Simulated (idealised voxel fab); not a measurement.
Process module, titled voxel wiring stack
Cross-section cut: width 195 nm, square cells of 5 nm.
Reading order for cross-sections: top band down to bottom band. Underlying form: a grid of square cells. Band size: one or more rows of cells. This entry defines a band. It first specifies the height of the band's top and the height of its bottom in nm, and then specifies the band's materials from left to right, stating each material with its width in nm. The word "everywhere" identifies a single material that fills the band from edge to edge, while the word "air" identifies empty space. It should be noted that heights are counted from 0, beneath which the wafer as supplied is of one material throughout, and that the lowest band possesses no lower boundary but continues downward, as written in "top 0, no bottom". Width: "30->40" (first number = top row, second number = bottom row, same change from row to row of cells). You'll sometimes find "remained unchanged" written for a step, and that's the way of saying that nowhere in the cross-section did a cell change during that step. You'll see "Voids lacking openings" listing empty spaces that have no way open to the top, as long as they're 8 cells or more; the notation is width x height at distance, where the distance is from the left edge, and all of it is in nm. Read whatever lies past the settings on a step's line as the simulator's own remark about the step. Steps that use a mask can have "overlay nm" on their line. It says how far the mask sat to the right of where it was meant to be. Negative means to the left.
[The following list gives the planned process steps]
1 RECEIVE,material Si
2 CONFORMAL_DEP,material SiO2,thk nm 15
3 DIRECTIONAL_DEP,material TiN,thk nm 5
4 DIRECTIONAL_DEP,material W,thk nm 15
5 MASKED_ETCH,tone cover,mask id METAL_1,width nm 30,pitch nm 50,etch materials W,depth nm 15,overlay nm 0
6 MASKED_ETCH,tone cover,mask id METAL_1,width nm 30,pitch nm 50,etch materials TiN,depth nm 5,overlay nm 0
7 CONFORMAL_DEP,material SiN,thk nm 5
8 FILL_DEP,material SiO2,thk nm 5
9 CMP,height nm 35
10 CONFORMAL_DEP,material SiCN,thk nm 5
11 DIRECTIONAL_DEP,material SiO2,thk nm 10
12 MASKED_ETCH,tone open,mask id PLUG_1,width nm 15,pitch nm 50,etch materials SiO2,depth nm 10,overlay nm 0
13 MASKED_ETCH,tone open,mask id PLUG_1,width nm 15,pitch nm 50,etch materials SiCN,depth nm 5,overlay nm 0
14 EPI,material Ru,thk nm 10
15 EPI,material Ru,thk nm 5
16 CONFORMAL_DEP,material SiN,thk nm 5
17 DIRECTIONAL_DEP,material lowk,thk nm 20
18 DIRECTIONAL_DEP,material aC,thk nm 15
19 PATTERN,tone open,mask id METAL_2,material resist,width nm 30,pitch nm 50,thk nm 35,overlay nm 0
20 DIRECTIONAL_ETCH,etch materials aC,depth nm 15
21 STRIP,etch materials resist
22 DIRECTIONAL_ETCH,etch materials lowk,depth nm 20
23 DIRECTIONAL_ETCH,etch materials SiN,depth nm 5
24 STRIP,etch materials aC
25 CONFORMAL_DEP,material TiN,thk nm 5
26 FILL_DEP,material Cu,thk nm 10
27 CMP,height nm 75
28 EPI,material Ru,thk nm 5
29 FILL_DEP,material SiCN,thk nm 5
[Cross-sectional view of the wafer in its as-received condition, corresponding to the state after step 1]
> top 0, no bottom  Si everywhere
> Voids lacking openings: none
[Looking at the first of two wafers in cross-section at end of module - ran to plan]
> top 85, bottom 80  SiCN everywhere
> top 80, bottom 75  SiCN=25 | Ru=40 | SiCN=10 | Ru=40 | SiCN=10 | Ru=40 | SiCN=30
> top 75, bottom 55  lowk=30 | TiN=5 | Cu=20 | TiN=5 | lowk=20 | TiN=5 | Cu=20 | TiN=5 | lowk=20 | TiN=5 | Cu=20 | TiN=5 | lowk=35
> top 55, bottom 50  SiN=30 | TiN=30 | SiN=20 | TiN=30 | SiN=20 | TiN=30 | SiN=35
> top 50, bottom 40  SiO2=30 | Ru=15 | SiO2=35 | Ru=15 | SiO2=35 | Ru=15 | SiO2=50
> top 40, bottom 35  SiCN=30 | Ru=15 | SiCN=35 | Ru=15 | SiCN=35 | Ru=15 | SiCN=50
> top 35, bottom 20  SiO2=25 | SiN=5 | W=30 | SiN=5 | SiO2=10 | SiN=5 | W=30 | SiN=5 | SiO2=10 | SiN=5 | W=30 | SiN=5 | SiO2=30
> top 20, bottom 15  SiN=30 | TiN=30 | SiN=20 | TiN=30 | SiN=20 | TiN=30 | SiN=35
> top 15, bottom 0  SiO2 everywhere
> top 0, no bottom  Si everywhere
> Voids lacking openings: none
[Cross-section at end of module for the second wafer of two, which matched the first in starting point and plan and differed by one mistake in its processing]
> top 85, bottom 80  SiCN everywhere
> top 80, bottom 75  Ru=35 | SiCN=20 | Ru=30 | SiCN=20 | Ru=30 | SiCN=20 | Ru=40
> top 75, bottom 55  Cu=25 | TiN=5 | lowk=30 | TiN=5 | Cu=10 | TiN=5 | lowk=30 | TiN=5 | Cu=10 | TiN=5 | lowk=30 | TiN=5 | Cu=30
> top 55, bottom 50  TiN=30 | SiN=30 | TiN=20 | SiN=30 | TiN=20 | SiN=30 | TiN=35
> top 50, bottom 40  SiO2=30 | Ru=15 | SiO2=35 | Ru=15 | SiO2=35 | Ru=15 | SiO2=50
> top 40, bottom 35  SiCN=30 | Ru=15 | SiCN=35 | Ru=15 | SiCN=35 | Ru=15 | SiCN=50
> top 35, bottom 20  SiO2=25 | SiN=5 | W=30 | SiN=5 | SiO2=10 | SiN=5 | W=30 | SiN=5 | SiO2=10 | SiN=5 | W=30 | SiN=5 | SiO2=30
> top 20, bottom 15  SiN=30 | TiN=30 | SiN=20 | TiN=30 | SiN=20 | TiN=30 | SiN=35
> top 15, bottom 0  SiO2 everywhere
> top 0, no bottom  Si everywhere
> Voids lacking openings: none
The plan and the run diverged here: step 19 went in with a setting other than planned; the actual run was PATTERN,tone cover,mask id METAL_2,material resist,width nm 30,pitch nm 50,thk nm 35,overlay nm 0
The closing comparison, in cells, has the second wafer with more or fewer of some materials than the first: Cu +12 | Ru +3 | SiCN -3 | SiN -3 | TiN +3 | lowk -12
